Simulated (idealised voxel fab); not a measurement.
process module | voxel self aligned vias
cross-section cut | 185 nm wide | cells 5 nm
A cross-section is a grid of square cells, given in bands from the top down. A band is one or more rows of cells.
Each band's line starts with the height of the band's top and of its bottom, in nm. Then come its materials from left to right, each with its width in nm. One material with "throughout" fills the band from edge to edge. "air" is empty space.
Height 0 is the level under which the wafer as received is all one material. The lowest band goes on downwards, as in "0 down".
A width such as "30 to 40" changes by the same amount from each row of cells to the next, from the band's top row to its bottom row.
"no change" after a step means that no cell of the cross-section changed.
closed voids: empty space of 8 cells or more with no open way to the top, each as width x height at its distance from the left edge, in nm
after a step's settings: what the simulator itself notes on the step
overlay nm, on a step with a mask: how far to the right of its planned place the mask lay; to the left if negative
plan
1 op RECEIVE | material Si
2 op CONFORMAL_DEP | material SiO2 | thk nm 15
3 op CONFORMAL_DEP | material SiCN | thk nm 5
4 op DIRECTIONAL_DEP | material SiO2 | thk nm 30
5 op DIRECTIONAL_DEP | material aC | thk nm 15
6 op PATTERN | tone open | mask id LINES | material resist | width nm 30 | pitch nm 70 | thk nm 30 | overlay nm 0
7 op DIRECTIONAL_ETCH | etch materials aC | depth nm 15
8 op STRIP | etch materials resist
9 op DIRECTIONAL_ETCH | etch materials SiO2 | depth nm 30
10 op STRIP | etch materials aC
11 op CONFORMAL_DEP | material TiN | thk nm 5
12 op FILL_DEP | material W | thk nm 10
13 op CMP | height nm 50
14 op SELECTIVE_ETCH | etch materials W Ru TiN | depth nm 5
15 op FILL_DEP | material SiN | thk nm 5
16 op CMP | height nm 50
17 op DIRECTIONAL_DEP | material SiO2 | thk nm 15
18 op MASKED_ETCH | tone open | mask id VIAS | width nm 40 | pitch nm 70 | etch materials SiO2 | depth nm 15 | overlay nm 0
19 op MASKED_ETCH | tone open | mask id VIAS | width nm 40 | pitch nm 70 | etch materials SiN | depth nm 5 | overlay nm 0
20 op CONFORMAL_DEP | material TiN | thk nm 5
21 op FILL_DEP | material W | thk nm 5
22 op CMP | height nm 65
23 op CONFORMAL_DEP | material SiCN | thk nm 5
first wafer, as planned
as received, after step 1
  0 down: Si throughout
  closed voids: none
after step 2
  15 to 0: SiO2 throughout
  below 0: unchanged
after step 3
  20 to 15: SiCN throughout
  below 15: unchanged
after step 4
  50 to 20: SiO2 throughout
  below 20: unchanged
after step 5
  65 to 50: aC throughout
  below 50: unchanged
after step 6
  95 to 65: resist 40 | air 30 | resist 40 | air 30 | resist 45
  below 65: unchanged
after step 7
  80 to 65: resist 40 | air 30 | resist 40 | air 30 | resist 45
  65 to 50: aC 40 | air 30 | aC 40 | air 30 | aC 45
  below 50: unchanged
after step 8
  65 to 50: aC 40 | air 30 | aC 40 | air 30 | aC 45
  below 50: unchanged
after step 9
  65 to 50: aC 40 | air 30 | aC 40 | air 30 | aC 45
  50 to 20: SiO2 40 | air 30 | SiO2 40 | air 30 | SiO2 45
  below 20: unchanged
after step 10
  50 to 20: SiO2 40 | air 30 | SiO2 40 | air 30 | SiO2 45
  below 20: unchanged
after step 11
  55 to 50: TiN 45 | air 20 | TiN 50 | air 20 | TiN 50
  50 to 25: SiO2 40 | TiN 5 | air 20 | TiN 5 | SiO2 40 | TiN 5 | air 20 | TiN 5 | SiO2 45
  25 to 20: SiO2 40 | TiN 30 | SiO2 40 | TiN 30 | SiO2 45
  below 20: unchanged
after step 12
  65 to 55: W throughout
  55 to 50: TiN 45 | W 20 | TiN 50 | W 20 | TiN 50
  50 to 25: SiO2 40 | TiN 5 | W 20 | TiN 5 | SiO2 40 | TiN 5 | W 20 | TiN 5 | SiO2 45
  below 25: unchanged
after step 13
  50 to 25: SiO2 40 | TiN 5 | W 20 | TiN 5 | SiO2 40 | TiN 5 | W 20 | TiN 5 | SiO2 45
  below 25: unchanged
after step 14
  50 to 45: SiO2 40 | air 30 | SiO2 40 | air 30 | SiO2 45
  below 45: unchanged
after step 15
  55 to 50: SiN throughout
  50 to 45: SiO2 40 | SiN 30 | SiO2 40 | SiN 30 | SiO2 45
  below 45: unchanged
after step 16
  50 to 45: SiO2 40 | SiN 30 | SiO2 40 | SiN 30 | SiO2 45
  below 45: unchanged
after step 17
  65 to 50: SiO2 throughout
  below 50: unchanged
after step 18
  65 to 50: SiO2 35 | air 40 | SiO2 30 | air 40 | SiO2 40
  below 50: unchanged
after step 19
  65 to 50: SiO2 35 | air 40 | SiO2 30 | air 40 | SiO2 40
  50 to 45: SiO2 40 | air 30 | SiO2 40 | air 30 | SiO2 45
  below 45: unchanged
after step 20
  70 to 65: TiN 40 | air 30 | TiN 40 | air 30 | TiN 45
  65 to 55: SiO2 35 | TiN 5 | air 30 | TiN 5 | SiO2 30 | TiN 5 | air 30 | TiN 5 | SiO2 40
  55 to 50: SiO2 35 | TiN 10 | air 20 | TiN 10 | SiO2 30 | TiN 10 | air 20 | TiN 10 | SiO2 40
  50 to 45: SiO2 40 | TiN 30 | SiO2 40 | TiN 30 | SiO2 45
  below 45: unchanged
after step 21
  75 to 70: W throughout
  70 to 65: TiN 40 | W 30 | TiN 40 | W 30 | TiN 45
  65 to 55: SiO2 35 | TiN 5 | W 30 | TiN 5 | SiO2 30 | TiN 5 | W 30 | TiN 5 | SiO2 40
  55 to 50: SiO2 35 | TiN 10 | W 20 | TiN 10 | SiO2 30 | TiN 10 | W 20 | TiN 10 | SiO2 40
  below 50: unchanged
after step 22
  65 to 55: SiO2 35 | TiN 5 | W 30 | TiN 5 | SiO2 30 | TiN 5 | W 30 | TiN 5 | SiO2 40
  below 55: unchanged
after step 23
  70 to 65: SiCN throughout
  below 65: unchanged
second wafer: like start, like plan, one mistake. Through step 5 it matches the first wafer
when step 6 should have ended
  95 to 65: air 40 | resist 30 | air 40 | resist 30 | air 45
  below 65: unchanged
when step 7 should have ended
  80 to 65: air 40 | resist 30 | air 40 | resist 30 | air 45
  65 to 50: air 40 | aC 30 | air 40 | aC 30 | air 45
  below 50: unchanged
when step 8 should have ended
  65 to 50: air 40 | aC 30 | air 40 | aC 30 | air 45
  below 50: unchanged
when step 9 should have ended
  65 to 50: air 40 | aC 30 | air 40 | aC 30 | air 45
  50 to 20: air 40 | SiO2 30 | air 40 | SiO2 30 | air 45
  below 20: unchanged
when step 10 should have ended
  50 to 20: air 40 | SiO2 30 | air 40 | SiO2 30 | air 45
  below 20: unchanged
when step 11 should have ended
  55 to 50: air 35 | TiN 40 | air 30 | TiN 40 | air 40
  50 to 25: air 35 | TiN 5 | SiO2 30 | TiN 5 | air 30 | TiN 5 | SiO2 30 | TiN 5 | air 40
  25 to 20: TiN 40 | SiO2 30 | TiN 40 | SiO2 30 | TiN 45
  below 20: unchanged
when step 12 should have ended
  65 to 55: W throughout
  55 to 50: W 35 | TiN 40 | W 30 | TiN 40 | W 40
  50 to 25: W 35 | TiN 5 | SiO2 30 | TiN 5 | W 30 | TiN 5 | SiO2 30 | TiN 5 | W 40
  below 25: unchanged
when step 13 should have ended
  50 to 25: W 35 | TiN 5 | SiO2 30 | TiN 5 | W 30 | TiN 5 | SiO2 30 | TiN 5 | W 40
  below 25: unchanged
when step 14 should have ended
  50 to 45: air 40 | SiO2 30 | air 40 | SiO2 30 | air 45
  below 45: unchanged
when step 15 should have ended
  55 to 50: SiN throughout
  50 to 45: SiN 40 | SiO2 30 | SiN 40 | SiO2 30 | SiN 45
  below 45: unchanged
when step 16 should have ended
  50 to 45: SiN 40 | SiO2 30 | SiN 40 | SiO2 30 | SiN 45
  below 45: unchanged
when step 17 should have ended
  65 to 50: SiO2 throughout
  below 50: unchanged
when step 18 should have ended
  65 to 50: SiO2 35 | air 40 | SiO2 30 | air 40 | SiO2 40
  below 50: unchanged
when step 19 should have ended
  65 to 50: SiO2 35 | air 40 | SiO2 30 | air 40 | SiO2 40
  50 to 45: SiN 35 | air 5 | SiO2 30 | air 5 | SiN 30 | air 5 | SiO2 30 | air 5 | SiN 40
  below 45: unchanged
when step 20 should have ended
  70 to 65: TiN 40 | air 30 | TiN 40 | air 30 | TiN 45
  65 to 55: SiO2 35 | TiN 5 | air 30 | TiN 5 | SiO2 30 | TiN 5 | air 30 | TiN 5 | SiO2 40
  55 to 50: SiO2 35 | TiN 40 | SiO2 30 | TiN 40 | SiO2 40
  50 to 45: SiN 35 | TiN 5 | SiO2 30 | TiN 5 | SiN 30 | TiN 5 | SiO2 30 | TiN 5 | SiN 40
  below 45: unchanged
when step 21 should have ended
  75 to 70: W throughout
  70 to 65: TiN 40 | W 30 | TiN 40 | W 30 | TiN 45
  65 to 55: SiO2 35 | TiN 5 | W 30 | TiN 5 | SiO2 30 | TiN 5 | W 30 | TiN 5 | SiO2 40
  below 55: unchanged
when step 22 should have ended
  65 to 55: SiO2 35 | TiN 5 | W 30 | TiN 5 | SiO2 30 | TiN 5 | W 30 | TiN 5 | SiO2 40
  below 55: unchanged
when step 23 should have ended
  70 to 65: SiCN throughout
  below 65: unchanged
what went wrong: step 6 ran as: op PATTERN | tone cover | mask id LINES | material resist | width nm 30 | pitch nm 70 | thk nm 30 | overlay nm 0
at the end the second wafer has, in cells: 21 more of SiN | 78 fewer of SiO2 | 13 more of TiN | 44 more of W
